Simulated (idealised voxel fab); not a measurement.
process module | voxel air gaps
cross-section cut | 240 nm wide | cells 5 nm
A cross-section is a grid of square cells, given in bands from the top down. A band is one or more rows of cells.
Each band's line starts with the height of the band's top and of its bottom, in nm. Then come its materials from left to right, each with its width in nm. One material with "throughout" fills the band from edge to edge. "air" is empty space.
Height 0 is the level under which the wafer as received is all one material. The lowest band goes on downwards, as in "0 down".
A width such as "30 to 40" changes by the same amount from each row of cells to the next, from the band's top row to its bottom row.
"no change" after a step means that no cell of the cross-section changed.
closed voids: empty space of 8 cells or more with no open way to the top, each as width x height at its distance from the left edge, in nm
after a step's settings: what the simulator itself notes on the step
overlay nm, on a step with a mask: how far to the right of its planned place the mask lay; to the left if negative
plan
1 op RECEIVE | material Si
2 op CONFORMAL_DEP | material SiO2 | thk nm 15
3 op CONFORMAL_DEP | material SiN | thk nm 5
4 op DIRECTIONAL_DEP | material SiO2 | thk nm 30
5 op MASKED_ETCH | tone open | mask id LINES | width nm 15 | pitch nm 55 | etch materials SiO2 | depth nm 30 | overlay nm 0
6 op CONFORMAL_DEP | material TiN | thk nm 5
7 op FILL_DEP | material W | thk nm 5
8 op CMP | height nm 50
9 op EPI | material Ru | thk nm 10
10 op SELECTIVE_ETCH | etch materials SiO2 | depth nm 40
11 op CONFORMAL_DEP | material SiN | thk nm 5
varied across the wafers: width nm of step 5. The plan shows the first wafer's value. All wafers start alike
first wafer as received, after step 1
  0 down: Si throughout
  closed voids: none
each wafer at the end: cells of each material gained (+) or lost (-) since it was received, then its closed voids
width nm 15 | +42 Ru | +168 SiN | +144 SiO2 | +39 TiN | +15 W | closed voids: none
width nm 20 | +48 Ru | +168 SiN | +144 SiO2 | +42 TiN | +30 W | closed voids: none
width nm 25 | +54 Ru | +168 SiN | +144 SiO2 | +45 TiN | +45 W | closed voids: 20 x 20 at 80; 20 x 20 at 135
width nm 30 | +60 Ru | +160 SiN | +144 SiO2 | +48 TiN | +60 W | closed voids: 15 x 20 at 85; 15 x 20 at 140
width nm 35 | +66 Ru | +120 SiN | +192 SiO2 | +51 TiN | +75 W | closed voids: none
width nm 40 | +68 Ru | +120 SiN | +180 SiO2 | +54 TiN | +90 W | closed voids: none
